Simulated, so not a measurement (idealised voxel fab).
Presented below is a process module, voxel self aligned vias.
Shown is cross-section cut, with a width of 215 nm and square cells of size 5 nm.
Just so we're on the same page, the cross-sections are grids of square cells, and they're listed out in bands top to bottom, each band one or more rows deep. Each band's line starts with the height of the band's top and of its bottom, in nm. Then come its materials from left to right, each with its width in nm. One material with "full width" fills the band from edge to edge. "empty" is empty space. Counting heights begins at 0, where everything beneath is, in the wafer as received, one material. The lowest band has no bottom; it goes on downwards, as "0 down" shows. So if you see something like "30..40" for the width, read it as the top row of the band sitting at the first number and the bottom row at the second, with every row in between moving by the same amount as the last. Step marked "remained unchanged"? Then no cell in the cross-section changed in it. Each empty space that has no open way to the top and spans at least 8 cells appears under "Cavities, closed" as width x height at distance, the distance counted from the left edge, all in nm. Read whatever lies past the settings on a step's line as the simulator's own remark about the step. For masked steps, "overlay nm" on the step line gives how far right of plan the mask actually lay; a minus sign means it lay to the left. Quick note on how to read the rest: it's all pairs. You get the cross-section before a process step and the one after, but the after one only goes down as far as the lowest band that changed. The step in between, with its settings, sits under the pair. Heads up, the pairs can come from different runs of this module on the same starting wafer, so don't assume a pair picks up from the one above unless its "Prior to processing" entry says it does.

PRIOR TO PROCESSING
  0 down | Si full width
  Cavities, closed: none

RESULT OF STEP
  15 to 0 | SiO2 full width
  No changes below 0.
  Cavities, closed: none
The step that takes the structure from the upper cross-section to the lower one is CONFORMAL_DEP [material SiO2] [thk nm 15]

Prior to processing: the after view from the pair directly above serves as the before view here.

RESULT OF STEP
  20 to 15 | SiCN full width
  No changes below 15.
  Cavities, closed: none
The step that takes the structure from the upper cross-section to the lower one is CONFORMAL_DEP [material SiCN] [thk nm 5]

Prior to processing: the after view from the pair directly above serves as the before view here.

RESULT OF STEP
  50 to 20 | lowk full width
  No changes below 20.
  Cavities, closed: none
The step that takes the structure from the upper cross-section to the lower one is DIRECTIONAL_DEP [material lowk] [thk nm 30]

Prior to processing: the after view from the pair directly above serves as the before view here.

RESULT OF STEP
  65 to 50 | resist (55), empty (30), resist (40), empty (30), resist (60)
  No changes below 50.
  Cavities, closed: none
The step that takes the structure from the upper cross-section to the lower one is PATTERN [tone open] [mask id LINES] [material resist] [width nm 30] [pitch nm 70] [thk nm 15] [overlay nm 0]

Prior to processing: the after view from the pair directly above serves as the before view here.

RESULT OF STEP
  65 to 50 | resist (55), empty (30), resist (40), empty (30), resist (60)
  50 to 20 | lowk (55), empty (30), lowk (40), empty (30), lowk (60)
  No changes below 20.
  Cavities, closed: none
The step that takes the structure from the upper cross-section to the lower one is DIRECTIONAL_ETCH [etch materials lowk] [depth nm 30]

Prior to processing: the after view from the pair directly above serves as the before view here.

RESULT OF STEP
  50 to 20 | lowk (55), empty (30), lowk (40), empty (30), lowk (60)
  No changes below 20.
  Cavities, closed: none
The step that takes the structure from the upper cross-section to the lower one is STRIP [etch materials resist]

Prior to processing: the after view from the pair directly above serves as the before view here.

RESULT OF STEP
  55 to 50 | TiN (60), empty (20), TiN (50), empty (20), TiN (65)
  50 to 25 | lowk (55), TiN (5), empty (20), TiN (5), lowk (40), TiN (5), empty (20), TiN (5), lowk (60)
  25 to 20 | lowk (55), TiN (30), lowk (40), TiN (30), lowk (60)
  No changes below 20.
  Cavities, closed: none
The step that takes the structure from the upper cross-section to the lower one is CONFORMAL_DEP [material TiN] [thk nm 5]

Prior to processing: the after view from the pair directly above serves as the before view here.

RESULT OF STEP
  65 to 55 | W full width
  55 to 50 | TiN (60), W (20), TiN (50), W (20), TiN (65)
  50 to 25 | lowk (55), TiN (5), W (20), TiN (5), lowk (40), TiN (5), W (20), TiN (5), lowk (60)
  No changes below 25.
  Cavities, closed: none
The step that takes the structure from the upper cross-section to the lower one is FILL_DEP [material W] [thk nm 10]

Prior to processing: the after view from the pair directly above serves as the before view here.

RESULT OF STEP
  50 to 25 | lowk (55), TiN (5), W (20), TiN (5), lowk (40), TiN (5), W (20), TiN (5), lowk (60)
  No changes below 25.
  Cavities, closed: none
The step that takes the structure from the upper cross-section to the lower one is CMP [height nm 50]

Prior to processing: the after view from the pair directly above serves as the before view here.

RESULT OF STEP
  50 to 45 | lowk (55), empty (30), lowk (40), empty (30), lowk (60)
  No changes below 45.
  Cavities, closed: none
The step that takes the structure from the upper cross-section to the lower one is SELECTIVE_ETCH [etch materials W Ru TiN] [depth nm 5]

Prior to processing: the after view from the pair directly above serves as the before view here.

RESULT OF STEP
  55 to 50 | SiN full width
  50 to 45 | lowk (55), SiN (30), lowk (40), SiN (30), lowk (60)
  No changes below 45.
  Cavities, closed: none
The step that takes the structure from the upper cross-section to the lower one is FILL_DEP [material SiN] [thk nm 5]

Prior to processing: the after view from the pair directly above serves as the before view here.

RESULT OF STEP
  50 to 45 | lowk (55), SiN (30), lowk (40), SiN (30), lowk (60)
  No changes below 45.
  Cavities, closed: none
The step that takes the structure from the upper cross-section to the lower one is CMP [height nm 50]

Prior to processing: the after view from the pair directly above serves as the before view here.

RESULT OF STEP
  65 to 50 | lowk full width
  No changes below 50.
  Cavities, closed: none
The step that takes the structure from the upper cross-section to the lower one is DIRECTIONAL_DEP [material lowk] [thk nm 15]

Prior to processing: the after view from the pair directly above serves as the before view here.

RESULT OF STEP
  65 to 50 | lowk (45), empty (50), lowk (20), empty (50), lowk (50)
  No changes below 50.
  Cavities, closed: none
The step that takes the structure from the upper cross-section to the lower one is MASKED_ETCH [tone open] [mask id VIAS] [width nm 50] [pitch nm 70] [etch materials lowk] [depth nm 15] [overlay nm 0]

Prior to processing: the after view from the pair directly above serves as the before view here.

RESULT OF STEP
  65 to 50 | lowk (45), empty (50), lowk (20), empty (50), lowk (50)
  50 to 45 | lowk (55), empty (30), lowk (40), empty (30), lowk (60)
  No changes below 45.
  Cavities, closed: none
The step that takes the structure from the upper cross-section to the lower one is MASKED_ETCH [tone open] [mask id VIAS] [width nm 50] [pitch nm 70] [etch materials SiN] [depth nm 5] [overlay nm 0]

Prior to processing: the after view from the pair directly above serves as the before view here.

RESULT OF STEP
  70 to 65 | TiN (50), empty (40), TiN (30), empty (40), TiN (55)
  65 to 55 | lowk (45), TiN (5), empty (40), TiN (5), lowk (20), TiN (5), empty (40), TiN (5), lowk (50)
  55 to 50 | lowk (45), TiN (15), empty (20), TiN (15), lowk (20), TiN (15), empty (20), TiN (15), lowk (50)
  50 to 45 | lowk (55), TiN (30), lowk (40), TiN (30), lowk (60)
  No changes below 45.
  Cavities, closed: none
The step that takes the structure from the upper cross-section to the lower one is CONFORMAL_DEP [material TiN] [thk nm 5]

Prior to processing: the after view from the pair directly above serves as the before view here.

RESULT OF STEP
  75 to 70 | W full width
  70 to 65 | TiN (50), W (40), TiN (30), W (40), TiN (55)
  65 to 55 | lowk (45), TiN (5), W (40), TiN (5), lowk (20), TiN (5), W (40), TiN (5), lowk (50)
  55 to 50 | lowk (45), TiN (15), W (20), TiN (15), lowk (20), TiN (15), W (20), TiN (15), lowk (50)
  No changes below 50.
  Cavities, closed: none
The step that takes the structure from the upper cross-section to the lower one is FILL_DEP [material W] [thk nm 5]

Prior to processing: the after view from the pair directly above serves as the before view here.

RESULT OF STEP
  65 to 55 | lowk (45), TiN (5), W (40), TiN (5), lowk (20), TiN (5), W (40), TiN (5), lowk (50)
  No changes below 55.
  Cavities, closed: none
The step that takes the structure from the upper cross-section to the lower one is CMP [height nm 65]

Prior to processing: the after view from the pair directly above serves as the before view here.

RESULT OF STEP
  70 to 65 | SiCN full width
  No changes below 65.
  Cavities, closed: none
The step that takes the structure from the upper cross-section to the lower one is CONFORMAL_DEP [material SiCN] [thk nm 5]

PRIOR TO PROCESSING
  0 down | Si full width
  Cavities, closed: none

RESULT OF STEP
  5 to 0 | SiCN full width
  No changes below 0.
  Cavities, closed: none
The step that takes the structure from the upper cross-section to the lower one is CONFORMAL_DEP [material SiCN] [thk nm 5]

Prior to processing: the after view from the pair directly above serves as the before view here.

RESULT OF STEP
  35 to 5 | lowk full width
  No changes below 5.
  Cavities, closed: none
The step that takes the structure from the upper cross-section to the lower one is DIRECTIONAL_DEP [material lowk] [thk nm 30]

Prior to processing: the after view from the pair directly above serves as the before view here.

RESULT OF STEP
  50 to 35 | resist (55), empty (30), resist (40), empty (30), resist (60)
  No changes below 35.
  Cavities, closed: none
The step that takes the structure from the upper cross-section to the lower one is PATTERN [tone open] [mask id LINES] [material resist] [width nm 30] [pitch nm 70] [thk nm 15] [overlay nm 0]

Prior to processing: the after view from the pair directly above serves as the before view here.

RESULT OF STEP
  50 to 35 | resist (55), empty (30), resist (40), empty (30), resist (60)
  35 to 5 | lowk (55), empty (30), lowk (40), empty (30), lowk (60)
  No changes below 5.
  Cavities, closed: none
The step that takes the structure from the upper cross-section to the lower one is DIRECTIONAL_ETCH [etch materials lowk] [depth nm 30]

Prior to processing: the after view from the pair directly above serves as the before view here.

RESULT OF STEP
  35 to 5 | lowk (55), empty (30), lowk (40), empty (30), lowk (60)
  No changes below 5.
  Cavities, closed: none
The step that takes the structure from the upper cross-section to the lower one is STRIP [etch materials resist]

Prior to processing: the after view from the pair directly above serves as the before view here.

RESULT OF STEP
  40 to 35 | TiN (60), empty (20), TiN (50), empty (20), TiN (65)
  35 to 10 | lowk (55), TiN (5), empty (20), TiN (5), lowk (40), TiN (5), empty (20), TiN (5), lowk (60)
  10 to 5 | lowk (55), TiN (30), lowk (40), TiN (30), lowk (60)
  No changes below 5.
  Cavities, closed: none
The step that takes the structure from the upper cross-section to the lower one is CONFORMAL_DEP [material TiN] [thk nm 5]

Prior to processing: the after view from the pair directly above serves as the before view here.

RESULT OF STEP
  50 to 40 | W full width
  40 to 35 | TiN (60), W (20), TiN (50), W (20), TiN (65)
  35 to 10 | lowk (55), TiN (5), W (20), TiN (5), lowk (40), TiN (5), W (20), TiN (5), lowk (60)
  No changes below 10.
  Cavities, closed: none
The step that takes the structure from the upper cross-section to the lower one is FILL_DEP [material W] [thk nm 10]

Prior to processing: the after view from the pair directly above serves as the before view here.

RESULT OF STEP
  45 to 40 | W full width
  No changes below 40.
  Cavities, closed: none
The step that takes the structure from the upper cross-section to the lower one is SELECTIVE_ETCH [etch materials W Ru TiN] [depth nm 5]

Prior to processing: the after view from the pair directly above serves as the before view here.

RESULT OF STEP
  50 to 45 | SiN full width
  No changes below 45.
  Cavities, closed: none
The step that takes the structure from the upper cross-section to the lower one is FILL_DEP [material SiN] [thk nm 5]

Prior to processing: the after view from the pair directly above serves as the before view here.

RESULT OF STEP
  65 to 50 | lowk full width
  No changes below 50.
  Cavities, closed: none
The step that takes the structure from the upper cross-section to the lower one is DIRECTIONAL_DEP [material lowk] [thk nm 15]

Prior to processing: the after view from the pair directly above serves as the before view here.

RESULT OF STEP
  65 to 50 | lowk (45), empty (50), lowk (20), empty (50), lowk (50)
  No changes below 50.
  Cavities, closed: none
The step that takes the structure from the upper cross-section to the lower one is MASKED_ETCH [tone open] [mask id VIAS] [width nm 50] [pitch nm 70] [etch materials lowk] [depth nm 15] [overlay nm 0]

Prior to processing: the after view from the pair directly above serves as the before view here.

RESULT OF STEP
  65 to 50 | lowk (45), empty (50), lowk (20), empty (50), lowk (50)
  50 to 45 | SiN (45), empty (50), SiN (20), empty (50), SiN (50)
  No changes below 45.
  Cavities, closed: none
The step that takes the structure from the upper cross-section to the lower one is MASKED_ETCH [tone open] [mask id VIAS] [width nm 50] [pitch nm 70] [etch materials SiN] [depth nm 5] [overlay nm 0]

Prior to processing: the after view from the pair directly above serves as the before view here.

RESULT OF STEP
  70 to 65 | TiN (50), empty (40), TiN (30), empty (40), TiN (55)
  65 to 50 | lowk (45), TiN (5), empty (40), TiN (5), lowk (20), TiN (5), empty (40), TiN (5), lowk (50)
  50 to 45 | SiN (45), TiN (50), SiN (20), TiN (50), SiN (50)
  No changes below 45.
  Cavities, closed: none
The step that takes the structure from the upper cross-section to the lower one is CONFORMAL_DEP [material TiN] [thk nm 5]

Prior to processing: the after view from the pair directly above serves as the before view here.

RESULT OF STEP
  75 to 70 | W full width
  70 to 65 | TiN (50), W (40), TiN (30), W (40), TiN (55)
  65 to 50 | lowk (45), TiN (5), W (40), TiN (5), lowk (20), TiN (5), W (40), TiN (5), lowk (50)
  No changes below 50.
  Cavities, closed: none
The step that takes the structure from the upper cross-section to the lower one is FILL_DEP [material W] [thk nm 5]

Prior to processing: the after view from the pair directly above serves as the before view here.

RESULT OF STEP
  65 to 50 | lowk (45), TiN (5), W (40), TiN (5), lowk (20), TiN (5), W (40), TiN (5), lowk (50)
  No changes below 50.
  Cavities, closed: none
The step that takes the structure from the upper cross-section to the lower one is CMP [height nm 65]

Prior to processing: the after view from the pair directly above serves as the before view here.

RESULT OF STEP
  70 to 65 | SiCN full width
  No changes below 65.
  Cavities, closed: none
The step that takes the structure from the upper cross-section to the lower one is CONFORMAL_DEP [material SiCN] [thk nm 5]

PRIOR TO PROCESSING
  15 to 0 | SiO2 full width
  0 down | Si full width
  Cavities, closed: none

RESULT OF STEP
  30 to 0 | SiO2 full width
  No changes below 0.
  Cavities, closed: none
The step that takes the structure from the upper cross-section to the lower one is CONFORMAL_DEP [material SiO2] [thk nm 15]

Prior to processing: the after view from the pair directly above serves as the before view here.

RESULT OF STEP
  35 to 30 | SiCN full width
  No changes below 30.
  Cavities, closed: none
The step that takes the structure from the upper cross-section to the lower one is CONFORMAL_DEP [material SiCN] [thk nm 5]

Prior to processing: the after view from the pair directly above serves as the before view here.

RESULT OF STEP
  65 to 35 | lowk full width
  No changes below 35.
  Cavities, closed: none
The step that takes the structure from the upper cross-section to the lower one is DIRECTIONAL_DEP [material lowk] [thk nm 30]

Prior to processing: the after view from the pair directly above serves as the before view here.

RESULT OF STEP
  80 to 65 | resist (55), empty (30), resist (40), empty (30), resist (60)
  No changes below 65.
  Cavities, closed: none
The step that takes the structure from the upper cross-section to the lower one is PATTERN [tone open] [mask id LINES] [material resist] [width nm 30] [pitch nm 70] [thk nm 15] [overlay nm 0]

Prior to processing: the after view from the pair directly above serves as the before view here.

RESULT OF STEP
  80 to 65 | resist (55), empty (30), resist (40), empty (30), resist (60)
  65 to 35 | lowk (55), empty (30), lowk (40), empty (30), lowk (60)
  No changes below 35.
  Cavities, closed: none
The step that takes the structure from the upper cross-section to the lower one is DIRECTIONAL_ETCH [etch materials lowk] [depth nm 30]

Prior to processing: the after view from the pair directly above serves as the before view here.

RESULT OF STEP
  65 to 35 | lowk (55), empty (30), lowk (40), empty (30), lowk (60)
  No changes below 35.
  Cavities, closed: none
The step that takes the structure from the upper cross-section to the lower one is STRIP [etch materials resist]

Prior to processing: the after view from the pair directly above serves as the before view here.

RESULT OF STEP
  70 to 65 | TiN (60), empty (20), TiN (50), empty (20), TiN (65)
  65 to 40 | lowk (55), TiN (5), empty (20), TiN (5), lowk (40), TiN (5), empty (20), TiN (5), lowk (60)
  40 to 35 | lowk (55), TiN (30), lowk (40), TiN (30), lowk (60)
  No changes below 35.
  Cavities, closed: none
The step that takes the structure from the upper cross-section to the lower one is CONFORMAL_DEP [material TiN] [thk nm 5]

Prior to processing: the after view from the pair directly above serves as the before view here.

RESULT OF STEP
  80 to 70 | W full width
  70 to 65 | TiN (60), W (20), TiN (50), W (20), TiN (65)
  65 to 40 | lowk (55), TiN (5), W (20), TiN (5), lowk (40), TiN (5), W (20), TiN (5), lowk (60)
  No changes below 40.
  Cavities, closed: none
The step that takes the structure from the upper cross-section to the lower one is FILL_DEP [material W] [thk nm 10]

Prior to processing: the after view from the pair directly above serves as the before view here.

RESULT OF STEP
  50 to 40 | lowk (55), TiN (5), W (20), TiN (5), lowk (40), TiN (5), W (20), TiN (5), lowk (60)
  No changes below 40.
  Cavities, closed: none
The step that takes the structure from the upper cross-section to the lower one is CMP [height nm 50]

Prior to processing: the after view from the pair directly above serves as the before view here.

RESULT OF STEP
  50 to 45 | lowk (55), empty (30), lowk (40), empty (30), lowk (60)
  No changes below 45.
  Cavities, closed: none
The step that takes the structure from the upper cross-section to the lower one is SELECTIVE_ETCH [etch materials W Ru TiN] [depth nm 5]

Prior to processing: the after view from the pair directly above serves as the before view here.

RESULT OF STEP
  55 to 50 | SiN full width
  50 to 45 | lowk (55), SiN (30), lowk (40), SiN (30), lowk (60)
  No changes below 45.
  Cavities, closed: none
The step that takes the structure from the upper cross-section to the lower one is FILL_DEP [material SiN] [thk nm 5]

Prior to processing: the after view from the pair directly above serves as the before view here.

RESULT OF STEP
  50 to 45 | lowk (55), SiN (30), lowk (40), SiN (30), lowk (60)
  No changes below 45.
  Cavities, closed: none
The step that takes the structure from the upper cross-section to the lower one is CMP [height nm 50]

Prior to processing: the after view from the pair directly above serves as the before view here.

RESULT OF STEP
  65 to 50 | lowk full width
  No changes below 50.
  Cavities, closed: none
The step that takes the structure from the upper cross-section to the lower one is DIRECTIONAL_DEP [material lowk] [thk nm 15]

Prior to processing: the after view from the pair directly above serves as the before view here.

RESULT OF STEP
  65 to 50 | lowk (45), empty (50), lowk (20), empty (50), lowk (50)
  No changes below 50.
  Cavities, closed: none
The step that takes the structure from the upper cross-section to the lower one is MASKED_ETCH [tone open] [mask id VIAS] [width nm 50] [pitch nm 70] [etch materials lowk] [depth nm 15] [overlay nm 0]

Prior to processing: the after view from the pair directly above serves as the before view here.

RESULT OF STEP
  65 to 50 | lowk (45), empty (50), lowk (20), empty (50), lowk (50)
  50 to 45 | lowk (55), empty (30), lowk (40), empty (30), lowk (60)
  No changes below 45.
  Cavities, closed: none
The step that takes the structure from the upper cross-section to the lower one is MASKED_ETCH [tone open] [mask id VIAS] [width nm 50] [pitch nm 70] [etch materials SiN] [depth nm 5] [overlay nm 0]

Prior to processing: the after view from the pair directly above serves as the before view here.

RESULT OF STEP
  70 to 65 | TiN (50), empty (40), TiN (30), empty (40), TiN (55)
  65 to 55 | lowk (45), TiN (5), empty (40), TiN (5), lowk (20), TiN (5), empty (40), TiN (5), lowk (50)
  55 to 50 | lowk (45), TiN (15), empty (20), TiN (15), lowk (20), TiN (15), empty (20), TiN (15), lowk (50)
  50 to 45 | lowk (55), TiN (30), lowk (40), TiN (30), lowk (60)
  No changes below 45.
  Cavities, closed: none
The step that takes the structure from the upper cross-section to the lower one is CONFORMAL_DEP [material TiN] [thk nm 5]

Prior to processing: the after view from the pair directly above serves as the before view here.

RESULT OF STEP
  75 to 70 | W full width
  70 to 65 | TiN (50), W (40), TiN (30), W (40), TiN (55)
  65 to 55 | lowk (45), TiN (5), W (40), TiN (5), lowk (20), TiN (5), W (40), TiN (5), lowk (50)
  55 to 50 | lowk (45), TiN (15), W (20), TiN (15), lowk (20), TiN (15), W (20), TiN (15), lowk (50)
  No changes below 50.
  Cavities, closed: none
The step that takes the structure from the upper cross-section to the lower one is FILL_DEP [material W] [thk nm 5]

Prior to processing: the after view from the pair directly above serves as the before view here.

RESULT OF STEP
  65 to 55 | lowk (45), TiN (5), W (40), TiN (5), lowk (20), TiN (5), W (40), TiN (5), lowk (50)
  No changes below 55.
  Cavities, closed: none
The step that takes the structure from the upper cross-section to the lower one is CMP [height nm 65]

Prior to processing: the after view from the pair directly above serves as the before view here.

RESULT OF STEP
  70 to 65 | SiCN full width
  No changes below 65.
  Cavities, closed: none
The step that takes the structure from the upper cross-section to the lower one is CONFORMAL_DEP [material SiCN] [thk nm 5]

PRIOR TO PROCESSING
  50 to 45 | lowk (55), SiN (30), lowk (40), SiN (30), lowk (60)
  45 to 25 | lowk (55), TiN (5), W (20), TiN (5), lowk (40), TiN (5), W (20), TiN (5), lowk (60)
  25 to 20 | lowk (55), TiN (30), lowk (40), TiN (30), lowk (60)
  20 to 15 | SiCN full width
  15 to 0 | SiO2 full width
  0 down | Si full width
  Cavities, closed: none

RESULT OF STEP
  50 to 45 | lowk (45), empty (10), SiN (30), empty (10), lowk (20), empty (10), SiN (30), empty (10), lowk (50)
  45 to 35 | lowk (45), empty (10), TiN (5), W (20), TiN (5), empty (10), lowk (20), empty (10), TiN (5), W (20), TiN (5), empty (10), lowk (50)
  No changes below 35.
  Cavities, closed: none
The step that takes the structure from the upper cross-section to the lower one is MASKED_ETCH [tone open] [mask id VIAS] [width nm 50] [pitch nm 70] [etch materials lowk] [depth nm 15] [overlay nm 0]

Prior to processing: the after view from the pair directly above serves as the before view here.

RESULT OF STEP
  65 to 50 | lowk (45), empty (10), lowk (30), empty (10), lowk (20), empty (10), lowk (30), empty (10), lowk (50)
  50 to 45 | lowk (55), SiN (30), lowk (40), SiN (30), lowk (60)
  45 to 25 | lowk (55), TiN (5), W (20), TiN (5), lowk (40), TiN (5), W (20), TiN (5), lowk (60)
  No changes below 25.
  Cavities, closed: none
The step that takes the structure from the upper cross-section to the lower one is DIRECTIONAL_DEP [material lowk] [thk nm 15]

Prior to processing: the after view from the pair directly above serves as the before view here.

RESULT OF STEP
  70 to 65 | TiN full width
  65 to 50 | lowk (45), TiN (10), lowk (30), TiN (10), lowk (20), TiN (10), lowk (30), TiN (10), lowk (50)
  No changes below 50.
  Cavities, closed: none
The step that takes the structure from the upper cross-section to the lower one is CONFORMAL_DEP [material TiN] [thk nm 5]

Prior to processing: the after view from the pair directly above serves as the before view here.

RESULT OF STEP
  75 to 70 | W full width
  No changes below 70.
  Cavities, closed: none
The step that takes the structure from the upper cross-section to the lower one is FILL_DEP [material W] [thk nm 5]

Prior to processing: the after view from the pair directly above serves as the before view here.

RESULT OF STEP
  65 to 50 | lowk (45), TiN (10), lowk (30), TiN (10), lowk (20), TiN (10), lowk (30), TiN (10), lowk (50)
  No changes below 50.
  Cavities, closed: none
The step that takes the structure from the upper cross-section to the lower one is CMP [height nm 65]

Prior to processing: the after view from the pair directly above serves as the before view here.

RESULT OF STEP
  70 to 65 | SiCN full width
  No changes below 65.
  Cavities, closed: none
The step that takes the structure from the upper cross-section to the lower one is CONFORMAL_DEP [material SiCN] [thk nm 5]

PRIOR TO PROCESSING
  15 to 0 | SiO2 full width
  0 down | Si full width
  Cavities, closed: none

RESULT OF STEP
  30 to 15 | SiCN full width
  No changes below 15.
  Cavities, closed: none
The step that takes the structure from the upper cross-section to the lower one is CONFORMAL_DEP [material SiCN] [thk nm 15]

Prior to processing: the after view from the pair directly above serves as the before view here.

RESULT OF STEP
  60 to 30 | lowk full width
  No changes below 30.
  Cavities, closed: none
The step that takes the structure from the upper cross-section to the lower one is DIRECTIONAL_DEP [material lowk] [thk nm 30]

Prior to processing: the after view from the pair directly above serves as the before view here.

RESULT OF STEP
  75 to 60 | resist (55), empty (30), resist (40), empty (30), resist (60)
  No changes below 60.
  Cavities, closed: none
The step that takes the structure from the upper cross-section to the lower one is PATTERN [tone open] [mask id LINES] [material resist] [width nm 30] [pitch nm 70] [thk nm 15] [overlay nm 0]

Prior to processing: the after view from the pair directly above serves as the before view here.

RESULT OF STEP
  75 to 60 | resist (55), empty (30), resist (40), empty (30), resist (60)
  60 to 30 | lowk (55), empty (30), lowk (40), empty (30), lowk (60)
  No changes below 30.
  Cavities, closed: none
The step that takes the structure from the upper cross-section to the lower one is DIRECTIONAL_ETCH [etch materials lowk] [depth nm 30]

Prior to processing: the after view from the pair directly above serves as the before view here.

RESULT OF STEP
  60 to 30 | lowk (55), empty (30), lowk (40), empty (30), lowk (60)
  No changes below 30.
  Cavities, closed: none
The step that takes the structure from the upper cross-section to the lower one is STRIP [etch materials resist]

Prior to processing: the after view from the pair directly above serves as the before view here.

RESULT OF STEP
  65 to 60 | TiN (60), empty (20), TiN (50), empty (20), TiN (65)
  60 to 35 | lowk (55), TiN (5), empty (20), TiN (5), lowk (40), TiN (5), empty (20), TiN (5), lowk (60)
  35 to 30 | lowk (55), TiN (30), lowk (40), TiN (30), lowk (60)
  No changes below 30.
  Cavities, closed: none
The step that takes the structure from the upper cross-section to the lower one is CONFORMAL_DEP [material TiN] [thk nm 5]

Prior to processing: the after view from the pair directly above serves as the before view here.

RESULT OF STEP
  75 to 65 | W full width
  65 to 60 | TiN (60), W (20), TiN (50), W (20), TiN (65)
  60 to 35 | lowk (55), TiN (5), W (20), TiN (5), lowk (40), TiN (5), W (20), TiN (5), lowk (60)
  No changes below 35.
  Cavities, closed: none
The step that takes the structure from the upper cross-section to the lower one is FILL_DEP [material W] [thk nm 10]

Prior to processing: the after view from the pair directly above serves as the before view here.

RESULT OF STEP
  50 to 35 | lowk (55), TiN (5), W (20), TiN (5), lowk (40), TiN (5), W (20), TiN (5), lowk (60)
  No changes below 35.
  Cavities, closed: none
The step that takes the structure from the upper cross-section to the lower one is CMP [height nm 50]

Prior to processing: the after view from the pair directly above serves as the before view here.

RESULT OF STEP
  50 to 45 | lowk (55), empty (30), lowk (40), empty (30), lowk (60)
  No changes below 45.
  Cavities, closed: none
The step that takes the structure from the upper cross-section to the lower one is SELECTIVE_ETCH [etch materials W Ru TiN] [depth nm 5]

Prior to processing: the after view from the pair directly above serves as the before view here.

RESULT OF STEP
  55 to 50 | SiN full width
  50 to 45 | lowk (55), SiN (30), lowk (40), SiN (30), lowk (60)
  No changes below 45.
  Cavities, closed: none
The step that takes the structure from the upper cross-section to the lower one is FILL_DEP [material SiN] [thk nm 5]

Prior to processing: the after view from the pair directly above serves as the before view here.

RESULT OF STEP
  50 to 45 | lowk (55), SiN (30), lowk (40), SiN (30), lowk (60)
  No changes below 45.
  Cavities, closed: none
The step that takes the structure from the upper cross-section to the lower one is CMP [height nm 50]

Prior to processing: the after view from the pair directly above serves as the before view here.

RESULT OF STEP
  65 to 50 | lowk full width
  No changes below 50.
  Cavities, closed: none
The step that takes the structure from the upper cross-section to the lower one is DIRECTIONAL_DEP [material lowk] [thk nm 15]

Prior to processing: the after view from the pair directly above serves as the before view here.

RESULT OF STEP
  65 to 50 | lowk (45), empty (50), lowk (20), empty (50), lowk (50)
  No changes below 50.
  Cavities, closed: none
The step that takes the structure from the upper cross-section to the lower one is MASKED_ETCH [tone open] [mask id VIAS] [width nm 50] [pitch nm 70] [etch materials lowk] [depth nm 15] [overlay nm 0]

Prior to processing: the after view from the pair directly above serves as the before view here.

RESULT OF STEP
  65 to 50 | lowk (45), empty (50), lowk (20), empty (50), lowk (50)
  50 to 45 | lowk (55), empty (30), lowk (40), empty (30), lowk (60)
  No changes below 45.
  Cavities, closed: none
The step that takes the structure from the upper cross-section to the lower one is MASKED_ETCH [tone open] [mask id VIAS] [width nm 50] [pitch nm 70] [etch materials SiN] [depth nm 5] [overlay nm 0]

Prior to processing: the after view from the pair directly above serves as the before view here.

RESULT OF STEP
  70 to 65 | TiN (50), empty (40), TiN (30), empty (40), TiN (55)
  65 to 55 | lowk (45), TiN (5), empty (40), TiN (5), lowk (20), TiN (5), empty (40), TiN (5), lowk (50)
  55 to 50 | lowk (45), TiN (15), empty (20), TiN (15), lowk (20), TiN (15), empty (20), TiN (15), lowk (50)
  50 to 45 | lowk (55), TiN (30), lowk (40), TiN (30), lowk (60)
  No changes below 45.
  Cavities, closed: none
The step that takes the structure from the upper cross-section to the lower one is CONFORMAL_DEP [material TiN] [thk nm 5]

Prior to processing: the after view from the pair directly above serves as the before view here.

RESULT OF STEP
  75 to 70 | W full width
  70 to 65 | TiN (50), W (40), TiN (30), W (40), TiN (55)
  65 to 55 | lowk (45), TiN (5), W (40), TiN (5), lowk (20), TiN (5), W (40), TiN (5), lowk (50)
  55 to 50 | lowk (45), TiN (15), W (20), TiN (15), lowk (20), TiN (15), W (20), TiN (15), lowk (50)
  No changes below 50.
  Cavities, closed: none
The step that takes the structure from the upper cross-section to the lower one is FILL_DEP [material W] [thk nm 5]

Prior to processing: the after view from the pair directly above serves as the before view here.

RESULT OF STEP
  65 to 55 | lowk (45), TiN (5), W (40), TiN (5), lowk (20), TiN (5), W (40), TiN (5), lowk (50)
  No changes below 55.
  Cavities, closed: none
The step that takes the structure from the upper cross-section to the lower one is CMP [height nm 65]

Prior to processing: the after view from the pair directly above serves as the before view here.

RESULT OF STEP
  70 to 65 | SiCN full width
  No changes below 65.
  Cavities, closed: none
The step that takes the structure from the upper cross-section to the lower one is CONFORMAL_DEP [material SiCN] [thk nm 5]

PRIOR TO PROCESSING
  50 to 20 | lowk full width
  20 to 15 | SiCN full width
  15 to 0 | SiO2 full width
  0 down | Si full width
  Cavities, closed: none

RESULT OF STEP
  65 to 50 | resist (50), empty (40), resist (30), empty (40), resist (55)
  No changes below 50.
  Cavities, closed: none
The step that takes the structure from the upper cross-section to the lower one is PATTERN [tone open] [mask id LINES] [material resist] [width nm 40] [pitch nm 70] [thk nm 15] [overlay nm 0]

Prior to processing: the after view from the pair directly above serves as the before view here.

RESULT OF STEP
  65 to 50 | resist (50), empty (40), resist (30), empty (40), resist (55)
  50 to 20 | lowk (50), empty (40), lowk (30), empty (40), lowk (55)
  No changes below 20.
  Cavities, closed: none
The step that takes the structure from the upper cross-section to the lower one is DIRECTIONAL_ETCH [etch materials lowk] [depth nm 30]

Prior to processing: the after view from the pair directly above serves as the before view here.

RESULT OF STEP
  50 to 20 | lowk (50), empty (40), lowk (30), empty (40), lowk (55)
  No changes below 20.
  Cavities, closed: none
The step that takes the structure from the upper cross-section to the lower one is STRIP [etch materials resist]

Prior to processing: the after view from the pair directly above serves as the before view here.

RESULT OF STEP
  55 to 50 | TiN (55), empty (30), TiN (40), empty (30), TiN (60)
  50 to 25 | lowk (50), TiN (5), empty (30), TiN (5), lowk (30), TiN (5), empty (30), TiN (5), lowk (55)
  25 to 20 | lowk (50), TiN (40), lowk (30), TiN (40), lowk (55)
  No changes below 20.
  Cavities, closed: none
The step that takes the structure from the upper cross-section to the lower one is CONFORMAL_DEP [material TiN] [thk nm 5]

Prior to processing: the after view from the pair directly above serves as the before view here.

RESULT OF STEP
  65 to 55 | W full width
  55 to 50 | TiN (55), W (30), TiN (40), W (30), TiN (60)
  50 to 25 | lowk (50), TiN (5), W (30), TiN (5), lowk (30), TiN (5), W (30), TiN (5), lowk (55)
  No changes below 25.
  Cavities, closed: none
The step that takes the structure from the upper cross-section to the lower one is FILL_DEP [material W] [thk nm 10]
